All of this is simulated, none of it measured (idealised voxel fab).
process module | voxel self aligned contacts
cross-section cut | 205 nm wide | cells 5 nm
A cross-section is a grid of square cells, given in bands from the top down. A band is one or more rows of cells.
Each band's line starts with the height of the band's top and of its bottom, in nm. Then come its materials from left to right, each with its width in nm. One material with "throughout" fills the band from edge to edge. "air" is empty space.
Height 0 is the level under which the wafer as received is all one material. The lowest band goes on downwards, as in "0 down".
A width such as "30 to 40" changes by the same amount from each row of cells to the next, from the band's top row to its bottom row.
"no change" after a step means that no cell of the cross-section changed.
closed voids: empty space of 8 cells or more with no open way to the top, each as width x height at its distance from the left edge, in nm
after a step's settings: what the simulator itself notes on the step
overlay nm, on a step with a mask: how far to the right of its planned place the mask lay; to the left if negative
plan
1 op RECEIVE | material Si
2 op OXIDIZE | depth nm 5
3 op DIRECTIONAL_DEP | material polySi | thk nm 30
4 op DIRECTIONAL_DEP | material SiN | thk nm 20
5 op MASKED_ETCH | tone cover | mask id GATE | width nm 25 | pitch nm 50 | etch materials SiN | depth nm 20 | overlay nm 0
6 op MASKED_ETCH | tone cover | mask id GATE | width nm 25 | pitch nm 50 | etch materials polySi | depth nm 30 | overlay nm 0
7 op CONFORMAL_DEP | material SiN | thk nm 5
8 op DIRECTIONAL_ETCH | etch materials SiN | depth nm 5
9 op FILL_DEP | material SiO2 | thk nm 10
10 op CMP | height nm 55
11 op DIRECTIONAL_DEP | material aC | thk nm 10
12 op PATTERN | tone open | mask id CONTACT | material resist | width nm 35 | thk nm 25 | overlay nm 0
13 op DIRECTIONAL_ETCH | etch materials aC | depth nm 10
14 op STRIP | etch materials resist
15 op DIRECTIONAL_ETCH | etch materials SiO2 | depth nm 60
16 op STRIP | etch materials aC
17 op CONFORMAL_DEP | material TiN | thk nm 5
18 op FILL_DEP | material W | thk nm 10
19 op CMP | height nm 55
20 op CONFORMAL_DEP | material SiCN | thk nm 5
as received, after step 1
  0 down: Si throughout
  closed voids: none
first wafer at the end, as planned
  60 to 55: SiCN throughout
  55 to 50: SiO2 85 | TiN 15 | W 5 | TiN 15 | SiO2 85
  50 to 30: SiO2 60 | SiN 35 | TiN 5 | W 5 | TiN 5 | SiN 35 | SiO2 60
  30 to 0: SiO2 60 | SiN 5 | polySi 25 | SiN 5 | TiN 5 | W 5 | TiN 5 | SiN 5 | polySi 25 | SiN 5 | SiO2 60
  0 to -5: SiO2 95 | TiN 15 | SiO2 95
  -5 down: Si throughout
  closed voids: none
second wafer at the end: like start, like plan, one mistake
  60 to 55: SiCN throughout
  55 to 50: SiO2 85 | TiN 35 | SiO2 85
  50 to 30: SiN 70 | SiO2 15 | SiN 35 | SiO2 15 | SiN 70
  30 to 0: polySi throughout
  0 to -5: SiO2 throughout
  -5 down: Si throughout
  closed voids: none
what went wrong: step 5 ran as: op MASKED_ETCH | tone open | mask id GATE | width nm 25 | pitch nm 50 | etch materials SiN | depth nm 20 | overlay nm 0
at the end the second wafer has, in cells: 60 more of SiN | 213 fewer of SiO2 | 22 fewer of TiN | 11 fewer of W | 186 more of polySi
